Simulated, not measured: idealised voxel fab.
process module | voxel fin reveal
cross-section cut | 190 nm wide | cells 5 nm
A cross-section is a grid of square cells, given in bands from the top down. A band is one or more rows of cells.
Each band's line starts with the height of the band's top and of its bottom, in nm. Then come its materials from left to right, each with its width in nm. One material with "throughout" fills the band from edge to edge. "air" is empty space.
Height 0 is the level under which the wafer as received is all one material. The lowest band goes on downwards, as in "0 down".
A width such as "30 to 40" changes by the same amount from each row of cells to the next, from the band's top row to its bottom row.
"no change" after a step means that no cell of the cross-section changed.
closed voids: empty space of 8 cells or more with no open way to the top, each as width x height at its distance from the left edge, in nm
after a step's settings: what the simulator itself notes on the step
overlay nm, on a step with a mask: how far to the right of its planned place the mask lay; to the left if negative
plan
1 op RECEIVE | material Si
2 op CONFORMAL_DEP | material SiN | thk nm 5
3 op PATTERN | tone cover | mask id FINS | material resist | width nm 15 | pitch nm 45 | thk nm 20 | overlay nm 0
4 op DIRECTIONAL_ETCH | etch materials SiN | depth nm 5
5 op DIRECTIONAL_ETCH | etch materials Si | depth nm 35
6 op STRIP | etch materials resist
7 op OXIDIZE | depth nm 5
8 op FILL_DEP | material SiO2 | thk nm 5
9 op CMP | height nm 5
10 op SELECTIVE_ETCH | etch materials SiO2 | depth nm 15
11 op STRIP | etch materials SiN
12 op CONFORMAL_DEP | material SiO2 | thk nm 5
as received, after step 1
  0 down: Si throughout
  closed voids: none
a wafer at the end: this start, this plan, one mistake
  5 to 0: air 20 | SiO2 15 | air 30 | SiO2 15 | air 30 | SiO2 15 | air 30 | SiO2 15 | air 20
  0 to -5: air 20 | SiO2 5 | Si 5 | SiO2 5 | air 30 | SiO2 5 | Si 5 | SiO2 5 | air 30 | SiO2 5 | Si 5 | SiO2 5 | air 30 | SiO2 5 | Si 5 | SiO2 5 | air 20
  -5 to -10: SiO2 10 | air 10 | SiO2 5 | Si 5 | SiO2 5 | air 30 | SiO2 5 | Si 5 | SiO2 5 | air 30 | SiO2 5 | Si 5 | SiO2 5 | air 30 | SiO2 5 | Si 5 | SiO2 5 | air 10 | SiO2 10
  -10 to -40: SiO2 25 | Si 5 | SiO2 40 | Si 5 | SiO2 40 | Si 5 | SiO2 40 | Si 5 | SiO2 25
  -40 down: Si throughout
  closed voids: none
what went wrong: steps 10 and 11 were swapped
